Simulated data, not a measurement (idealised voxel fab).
process module | voxel ribs on slabs
cross-section cut | 240 nm wide | cells 5 nm
A cross-section is a grid of square cells, given in bands from the top down. A band is one or more rows of cells.
Each band's line starts with the height of the band's top and of its bottom, in nm. Then come its materials from left to right, each with its width in nm. One material with "throughout" fills the band from edge to edge. "air" is empty space.
Height 0 is the level under which the wafer as received is all one material. The lowest band goes on downwards, as in "0 down".
A width such as "30 to 40" changes by the same amount from each row of cells to the next, from the band's top row to its bottom row.
"no change" after a step means that no cell of the cross-section changed.
closed voids: empty space of 8 cells or more with no open way to the top, each as width x height at its distance from the left edge, in nm
after a step's settings: what the simulator itself notes on the step
overlay nm, on a step with a mask: how far to the right of its planned place the mask lay; to the left if negative
plan
1 op RECEIVE | material Si
2 op DIRECTIONAL_DEP | material SiO2 | thk nm 20
3 op DIRECTIONAL_DEP | material SiN | thk nm 20
4 op DIRECTIONAL_DEP | material aC | thk nm 10
5 op PATTERN | tone cover | mask id RIB | material resist | width nm 30 | thk nm 30 | overlay nm 0
6 op DIRECTIONAL_ETCH | etch materials aC | depth nm 10
7 op STRIP | etch materials resist
8 op DIRECTIONAL_ETCH | etch materials SiN | depth nm 15
9 op STRIP | etch materials aC
10 op MASKED_ETCH | tone cover | mask id SLAB | width nm 60 | etch materials SiN | depth nm 5 | overlay nm 0
11 op FILL_DEP | material SiO2 | thk nm 15
12 op CMP | height nm 50
13 op DIRECTIONAL_DEP | material W | thk nm 5
14 op MASKED_ETCH | tone cover | mask id HEATER | width nm 40 | etch materials W | depth nm 5 | overlay nm 0
15 op CONFORMAL_DEP | material SiN | thk nm 10
as received, after step 1
  0 down: Si throughout
  closed voids: none
a wafer at the end: this start, this plan, one mistake
  55 to 50: air 100 | W 40 | air 100
  50 to 40: SiO2 throughout
  40 to 25: SiO2 105 | SiN 30 | SiO2 105
  25 to 20: SiO2 90 | SiN 60 | SiO2 90
  20 to 0: SiO2 throughout
  0 down: Si throughout
  closed voids: none
what went wrong: step 15 was left out
